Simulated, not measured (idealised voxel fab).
The process module presented herein is designated voxel transistor to metal.
Square cells of 5 nm make up the cross-section cut, whose width is 170 nm.
Cross-section format: a grid of square cells, given as bands from top to bottom; each band is one or more rows of cells.
Look at the band entry: it leads with the top's height and the bottom's height in nm. Then it lists the materials left to right, with a width in nm for each. The word "everywhere" on a single material says that material fills the band edge to edge. The word "empty" is empty space.
Heights from 0 (as-received wafer is one material below). Bottom band endless downward, as "from 0 down".
When a width is written as two numbers, as in "30 to 40", the first number is the width in the top row of cells of the band and the second is the width in its bottom row, and the width changes by the same amount from each row to the next.
"all unchanged" (step): cross-section cells unchanged, all of them.
The label "Enclosed cavities" introduces a list of the empty spaces, 8 cells or larger, that have no open way up to the top; each entry in it reads width x height at distance, where the distance is taken from the left edge and all three are stated in nm.
Formally, on a step line, whatever follows the settings is a remark that the simulator itself makes on the step.
A step's line can hold "overlay nm"; with a mask on that step, the setting says how far right of the planned place the mask lay, while a negative setting says it lay to the left.

**Set out below are the planned steps of the process**
- 1: RECEIVE (material Si)
- 2: OXIDIZE (depth nm 5)
- 3: CONFORMAL_DEP (material SiN; thk nm 15)
- 4: PATTERN (tone cover; mask id ACTIVE; material resist; width nm 95; thk nm 15; overlay nm -15)
- 5: DIRECTIONAL_ETCH (etch materials SiN; depth nm 15)
- 6: DIRECTIONAL_ETCH (etch materials SiO2; depth nm 5)
- 7: DIRECTIONAL_ETCH (etch materials Si; depth nm 25)
- 8: STRIP (etch materials resist)
- 9: OXIDIZE (depth nm 5)
- 10: FILL_DEP (material SiO2; thk nm 10)
- 11: CMP (height nm 15)
- 12: SELECTIVE_ETCH (etch materials SiO2; depth nm 15)
- 13: STRIP (etch materials SiN)
- 14: SELECTIVE_ETCH (etch materials SiO2; depth nm 5)
- 15: OXIDIZE (depth nm 5)
- 16: DIRECTIONAL_DEP (material polySi; thk nm 30)
- 17: DIRECTIONAL_DEP (material SiCN; thk nm 10)
- 18: MASKED_ETCH (tone cover; mask id GATE; width nm 25; etch materials SiCN; depth nm 20; overlay nm 0)
- 19: MASKED_ETCH (tone cover; mask id GATE; width nm 25; etch materials polySi; depth nm 40; overlay nm 0)
- 20: CONFORMAL_DEP (material SiN; thk nm 10)
- 21: DIRECTIONAL_ETCH (etch materials SiN; depth nm 10)
- 22: DIRECTIONAL_ETCH (etch materials SiO2; depth nm 5)
- 23: EPI (material nSi; thk nm 5)
- 24: FILL_DEP (material SiO2; thk nm 5)
- 25: CMP (height nm 35)
- 26: DIRECTIONAL_DEP (material SiO2; thk nm 15)
- 27: PATTERN (tone open; mask id CONTACT; material resist; width nm 25; pitch nm 60; thk nm 15; overlay nm 0)
- 28: DIRECTIONAL_ETCH (etch materials SiO2; depth nm 55)
- 29: STRIP (etch materials resist)
- 30: CONFORMAL_DEP (material TiN; thk nm 5)
- 31: FILL_DEP (material Ru; thk nm 5)
- 32: CMP (height nm 50)
- 33: CONFORMAL_DEP (material SiN; thk nm 5)
- 34: DIRECTIONAL_DEP (material SiO2; thk nm 20)
- 35: PATTERN (tone open; mask id METAL_1; material resist; width nm 15; pitch nm 70; thk nm 15; overlay nm 0)
- 36: DIRECTIONAL_ETCH (etch materials SiO2; depth nm 20)
- 37: DIRECTIONAL_ETCH (etch materials SiN; depth nm 5)
- 38: STRIP (etch materials resist)
- 39: CONFORMAL_DEP (material TiN; thk nm 5)
- 40: FILL_DEP (material Ru; thk nm 10)
- 41: CMP (height nm 75)
- 42: CONFORMAL_DEP (material SiN; thk nm 5)
Across this set of wafers, the varied parameter is the overlay nm of step 4. Starting conditions are identical for every wafer, and the plan reports the value assigned to the first wafer.

**Cross-section: the first of several wafers in its as-received state, i.e. following step 1**
    from 0 down | Si everywhere
    Enclosed cavities: none

**Here's the first of several wafers in cross-section, end of the module, after the last step, step 42**
    from 80 to 75 | SiN everywhere
    from 75 to 55 | 40 nm SiO2, then 5 nm TiN, then 5 nm Ru, then 5 nm TiN, then 55 nm SiO2, then 5 nm TiN, then 5 nm Ru, then 5 nm TiN, then 45 nm SiO2
    from 55 to 50 | 40 nm SiN, then 15 nm TiN, then 55 nm SiN, then 15 nm TiN, then 45 nm SiN
    from 50 to 40 | 40 nm SiO2, then 5 nm TiN, then 15 nm Ru, then 5 nm TiN, then 35 nm SiO2, then 5 nm TiN, then 15 nm Ru, then 5 nm TiN, then 45 nm SiO2
    from 40 to 35 | 40 nm SiO2, then 5 nm TiN, then 10 nm Ru, then 10 nm TiN, then 35 nm SiO2, then 10 nm TiN, then 10 nm Ru, then 5 nm TiN, then 45 nm SiO2
    from 35 to 25 | 40 nm SiO2, then 5 nm TiN, then 10 nm Ru, then 5 nm TiN, then 10 nm SiN, then 25 nm SiCN, then 10 nm SiN, then 5 nm TiN, then 10 nm Ru, then 5 nm TiN, then 45 nm SiO2
    from 25 to 0 | 40 nm SiO2, then 5 nm TiN, then 10 nm Ru, then 5 nm TiN, then 10 nm SiN, then 25 nm polySi, then 10 nm SiN, then 5 nm TiN, then 10 nm Ru, then 5 nm TiN, then 45 nm SiO2
    from 0 to -5 | 40 nm SiO2, then 20 nm TiN, then 10 nm SiN, then 25 nm polySi, then 10 nm SiN, then 20 nm TiN, then 45 nm SiO2
    from -5 to -10 | 20 nm SiO2, then 40 nm nSi, then 45 nm SiO2, then 10 nm nSi, then 55 nm SiO2
    from -10 to -35 | 25 nm SiO2, then 85 nm Si, then 60 nm SiO2
    from -35 down | Si everywhere
    Enclosed cavities: none

**Last wafer of the set, cross-sectioned at end of module**
    from 80 to 75 | SiN everywhere
    from 75 to 55 | 40 nm SiO2, then 5 nm TiN, then 5 nm Ru, then 5 nm TiN, then 55 nm SiO2, then 5 nm TiN, then 5 nm Ru, then 5 nm TiN, then 45 nm SiO2
    from 55 to 50 | 40 nm SiN, then 15 nm TiN, then 55 nm SiN, then 15 nm TiN, then 45 nm SiN
    from 50 to 40 | 40 nm SiO2, then 5 nm TiN, then 15 nm Ru, then 5 nm TiN, then 35 nm SiO2, then 5 nm TiN, then 15 nm Ru, then 5 nm TiN, then 45 nm SiO2
    from 40 to 35 | 40 nm SiO2, then 5 nm TiN, then 10 nm Ru, then 10 nm TiN, then 35 nm SiO2, then 10 nm TiN, then 10 nm Ru, then 5 nm TiN, then 45 nm SiO2
    from 35 to 25 | 40 nm SiO2, then 5 nm TiN, then 10 nm Ru, then 5 nm TiN, then 10 nm SiN, then 25 nm SiCN, then 10 nm SiN, then 5 nm TiN, then 10 nm Ru, then 5 nm TiN, then 45 nm SiO2
    from 25 to 0 | 40 nm SiO2, then 5 nm TiN, then 10 nm Ru, then 5 nm TiN, then 10 nm SiN, then 25 nm polySi, then 10 nm SiN, then 5 nm TiN, then 10 nm Ru, then 5 nm TiN, then 45 nm SiO2
    from 0 to -5 | 40 nm SiO2, then 20 nm TiN, then 10 nm SiN, then 25 nm polySi, then 10 nm SiN, then 20 nm TiN, then 45 nm SiO2
    from -5 to -10 | 50 nm SiO2, then 10 nm nSi, then 45 nm SiO2, then 40 nm nSi, then 25 nm SiO2
    from -10 to -35 | 55 nm SiO2, then 85 nm Si, then 30 nm SiO2
    from -35 down | Si everywhere
    Enclosed cavities: none

**Below is a per-wafer table. In it, each row describes the wafer at the end of the module by giving, for each material, the number of cells gained (+) or lost (-) since the wafer was received, and after that the closed voids of the wafer**
overlay nm -15, +52 Ru, -153 Si, +10 SiCN, +94 SiN, +429 SiO2, +72 TiN, +10 nSi, +30 polySi, Enclosed cavities: none
overlay nm -10, +52 Ru, -153 Si, +10 SiCN, +94 SiN, +429 SiO2, +72 TiN, +10 nSi, +30 polySi, Enclosed cavities: none
overlay nm -5, +52 Ru, -153 Si, +10 SiCN, +94 SiN, +429 SiO2, +72 TiN, +10 nSi, +30 polySi, Enclosed cavities: none
overlay nm 0, +52 Ru, -153 Si, +10 SiCN, +94 SiN, +429 SiO2, +72 TiN, +10 nSi, +30 polySi, Enclosed cavities: none
overlay nm 5, +52 Ru, -153 Si, +10 SiCN, +94 SiN, +429 SiO2, +72 TiN, +10 nSi, +30 polySi, Enclosed cavities: none
overlay nm 10, +52 Ru, -153 Si, +10 SiCN, +94 SiN, +429 SiO2, +72 TiN, +10 nSi, +30 polySi, Enclosed cavities: none
overlay nm 15, +52 Ru, -153 Si, +10 SiCN, +94 SiN, +429 SiO2, +72 TiN, +10 nSi, +30 polySi, Enclosed cavities: none
